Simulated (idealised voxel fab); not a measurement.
Proc. module: voxel quadruple lines
Section cut is 285 nm wide and gridded with 5 nm square cells.
Reading order for cross-sections: top band down to bottom band. Underlying form: a grid of square cells. Band size: one or more rows of cells. This entry defines a band. It first specifies the height of the band's top and the height of its bottom in nm, and then specifies the band's materials from left to right, stating each material with its width in nm. The word "full width" identifies a single material that fills the band from edge to edge, while the word "blank" identifies empty space. All heights in this document are referenced to 0, defined as the level beneath which the wafer, as received, consists entirely of one material. The lowest band is not bounded below; it extends indefinitely downward and is written in the form "z 0 and below". The width entry "30->40" should be interpreted row by row: the top row of cells in the band takes the first number, the bottom row takes the second number, and the change between adjacent rows is uniform throughout. "no alterations made" after a step means that no cell of the cross-section changed. Any empty space of 8 cells or more lacking an open way to the top shows up in "Sealed void list" as width x height at distance, distance from the left edge, in nm. Post-settings text on a step line: simulator's own remark regarding the step. The setting "overlay nm" may be written on the line of a step. When the step uses a mask, the value reports how far to the right of the planned place the mask lay, and a negative value reports that it lay to the left.
# Planned process steps
1 op RECEIVE | material Si
2 op CONFORMAL_DEP | material Al2O3 | thk nm 10
3 op DIRECTIONAL_DEP | material W | thk nm 10
4 op DIRECTIONAL_DEP | material polySi | thk nm 20
5 op DIRECTIONAL_DEP | material aC | thk nm 25
6 op PATTERN | tone cover | mask id MANDREL | material resist | width nm 30 | pitch nm 80 | thk nm 35 | overlay nm 0
7 op DIRECTIONAL_ETCH | etch materials aC | depth nm 25
8 op STRIP | etch materials resist
9 op CONFORMAL_DEP | material SiO2 | thk nm 10
10 op DIRECTIONAL_ETCH | etch materials SiO2 | depth nm 10
11 op STRIP | etch materials aC
12 op DIRECTIONAL_ETCH | etch materials polySi | depth nm 20
13 op STRIP | etch materials SiO2
14 op CONFORMAL_DEP | material SiCN | thk nm 10
15 op DIRECTIONAL_ETCH | etch materials SiCN | depth nm 10
16 op STRIP | etch materials polySi
17 op DIRECTIONAL_ETCH | etch materials W | depth nm 10
18 op STRIP | etch materials SiCN
# The cross-section here shows the wafer as received, i.e. in its state after step 1
- z 0 and below = Si full width
- Sealed void list: none
# Sectioned view, first of two wafers, at the close of the module, processed as intended in the plan
- z 20 to 10 = blank 65 nm, W 10 nm, blank 10 nm, W 10 nm, blank 10 nm, W 10 nm, blank 10 nm, W 10 nm, blank 10 nm, W 10 nm, blank 10 nm, W 10 nm, blank 10 nm, W 10 nm, blank 10 nm, W 10 nm, blank 70 nm
- z 10 to 0 = Al2O3 full width
- z 0 and below = Si full width
- Sealed void list: none
# Second wafer of the two, sectioned at the end of the module. It began like the first and followed the same plan, but one mistake was made while running it
- z 20 to 10 = blank 70 nm, W 5 nm, blank 10 nm, W 5 nm, blank 20 nm, W 5 nm, blank 10 nm, W 5 nm, blank 20 nm, W 5 nm, blank 10 nm, W 5 nm, blank 20 nm, W 5 nm, blank 10 nm, W 5 nm, blank 75 nm
- z 10 to 0 = Al2O3 full width
- z 0 and below = Si full width
- Sealed void list: none
It is concluded that the wafer was processed incorrectly with respect to the plan, in that in deviation from the planned setting, step 14 was conducted as op CONFORMAL_DEP | material SiCN | thk nm 5
Final tally in cells, some materials are higher or lower on the second wafer than on the first: -16 W
